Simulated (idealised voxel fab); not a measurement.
process module | voxel tone inversion
Square cells of 5 nm make up the cross-section cut, whose width is 200 nm.
The cross-sections in this document take the form of a grid made of square cells. They are written out as bands, in order from top to bottom. Each band consists of one or more rows of cells.
A band entry consists of two parts. The first gives the height of the band's top and the height of its bottom, in nm. The rest lists the band's materials from left to right, each with its width in nm. A single material labelled with the word "throughout" fills the band from edge to edge, and the word "air" marks empty space.
Counting heights begins at 0, where everything beneath is, in the wafer as received, one material. The lowest band has no bottom; it goes on downwards, as "0 -> down" shows.
A two-number width, for instance "30->40", indicates that the width is equal to the first number in the top row of the band and to the second number in the bottom row, and that it changes by a constant amount per row of cells.
"stayed the same" -> step changed no cross-section cell.
This entry, "Enclosed void entries", enumerates those empty regions of no fewer than 8 cells that possess no open connection to the top. Each region is reported in the form width x height at distance, the distance being taken from the left edge, with all three quantities expressed in nm.
Formally, on a step line, whatever follows the settings is a remark that the simulator itself makes on the step.
overlay nm: mask right of planned place by this much (step with mask). Neg. = left.

**List of planned process steps**
| 1 | RECEIVE (material Si) |
| 2 | CONFORMAL_DEP (material SiN; thk nm 5) |
| 3 | DIRECTIONAL_DEP (material aC; thk nm 10) |
| 4 | PATTERN (tone cover; mask id POSTS; material resist; width nm 25; pitch nm 40; thk nm 30; overlay nm 0) |
| 5 | DIRECTIONAL_ETCH (etch materials aC; depth nm 20) |
| 6 | STRIP (etch materials resist) |
| 7 | FILL_DEP (material lowk; thk nm 10) |
| 8 | CMP (height nm 25) |
| 9 | STRIP (etch materials aC) |
| 10 | CONFORMAL_DEP (material TiN; thk nm 5) |
| 11 | FILL_DEP (material Cu; thk nm 10) |
| 12 | CMP (height nm 25) |
| 13 | CONFORMAL_DEP (material SiN; thk nm 5) |
Keep in mind the plan's value for the thk nm of step 3 comes from the first wafer; the wafers don't share that setting, but they do share the same starting point.

**Step 1 complete: as-received cross-section of the first of several wafers**
- 0 -> down: Si throughout
- Enclosed void entries: none

**End of module, by wafer: material-by-material cell gain (+) or loss (-) since receipt, then closed voids**
thk nm 10 | +80 SiN | +30 aC | +130 lowk | Enclosed void entries: none
thk nm 15 | +80 SiN | +45 aC | +115 lowk | Enclosed void entries: none
thk nm 20 | +27 Cu | +80 SiN | +33 TiN | +100 lowk | Enclosed void entries: none
